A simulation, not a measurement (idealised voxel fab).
Module name: voxel gate over fins (process module)
For reference, the cross-section in this document is cut, with width 250 nm and square cells of 5 nm.
Square cells in a grid make up a cross-section in this document, and the grid is given as bands, listed from the top down, each one or more rows of cells.
Each band's line starts with the height of the band's top and of its bottom, in nm. Then come its materials from left to right, each with its width in nm. One material with "edge to edge" fills the band from edge to edge. "empty" is empty space.
Heights are measured from 0, the level below which the as-received wafer is all one material; the lowest band has no bottom and continues downward, written as in "0 nm and below".
Top row gets the first number, bottom row gets the second, and each row in between changes by the same step: that is how a band width like "30->40" works.
Step note "nothing got changed" = no cross-section cell changed.
This entry, "Internal closed voids", enumerates those empty regions of no fewer than 8 cells that possess no open connection to the top. Each region is reported in the form width x height at distance, the distance being taken from the left edge, with all three quantities expressed in nm.
Heads up: the bit after the settings on a step's line is the simulator's remark on that step.
When a step includes a mask, the "overlay nm" setting on its line states how far to the right of its planned place that mask lay, and negative values state how far to the left.

Process steps (planned)
step 1: RECEIVE,material Si
step 2: CONFORMAL_DEP,material SiN,thk nm 10
step 3: PATTERN,tone cover,mask id FINS,material resist,width nm 15,pitch nm 35,thk nm 20,overlay nm 0
step 4: DIRECTIONAL_ETCH,etch materials SiN,depth nm 10
step 5: DIRECTIONAL_ETCH,etch materials Si,depth nm 35
step 6: STRIP,etch materials resist
step 7: FILL_DEP,material SiO2,thk nm 10
step 8: CMP,height nm 10
step 9: SELECTIVE_ETCH,etch materials SiO2,depth nm 25
step 10: STRIP,etch materials SiN
step 11: CONFORMAL_DEP,material HfO2,thk nm 5
step 12: CONFORMAL_DEP,material TiN,thk nm 5
step 13: CONFORMAL_DEP,material TiAl,thk nm 5
step 14: CONFORMAL_DEP,material TiN,thk nm 5
step 15: FILL_DEP,material W,thk nm 10
step 16: CMP,height nm 25
step 17: CONFORMAL_DEP,material SiN,thk nm 5

Incoming wafer, cross-sectional view, post step 1
	0 nm and below = Si edge to edge
	Internal closed voids: none

Wafer at module end, in section. Began as above, planned as above, run with one mistake
	30 nm to 25 nm = SiN edge to edge
	25 nm to 20 nm = W edge to edge
	20 nm to 15 nm = TiN edge to edge
	15 nm to 10 nm = TiAl edge to edge
	10 nm to 5 nm = TiN edge to edge
	5 nm to 0 nm = 105 HfO2, 5 TiN, 30 HfO2, 5 TiN, 105 HfO2
	0 nm to -10 nm = 100 Si, 5 HfO2, 5 TiN, 5 HfO2, 20 Si, 5 HfO2, 5 TiN, 5 HfO2, 100 Si
	-10 nm to -15 nm = 100 Si, 15 HfO2, 20 Si, 15 HfO2, 100 Si
	-15 nm to -35 nm = 100 Si, 15 SiO2, 20 Si, 15 SiO2, 100 Si
	-35 nm and below = Si edge to edge
	Internal closed voids: none
Misprocessing identified: step 3 did not happen as planned, as run it was PATTERN,tone open,mask id FINS,material resist,width nm 15,pitch nm 35,thk nm 20,overlay nm 0
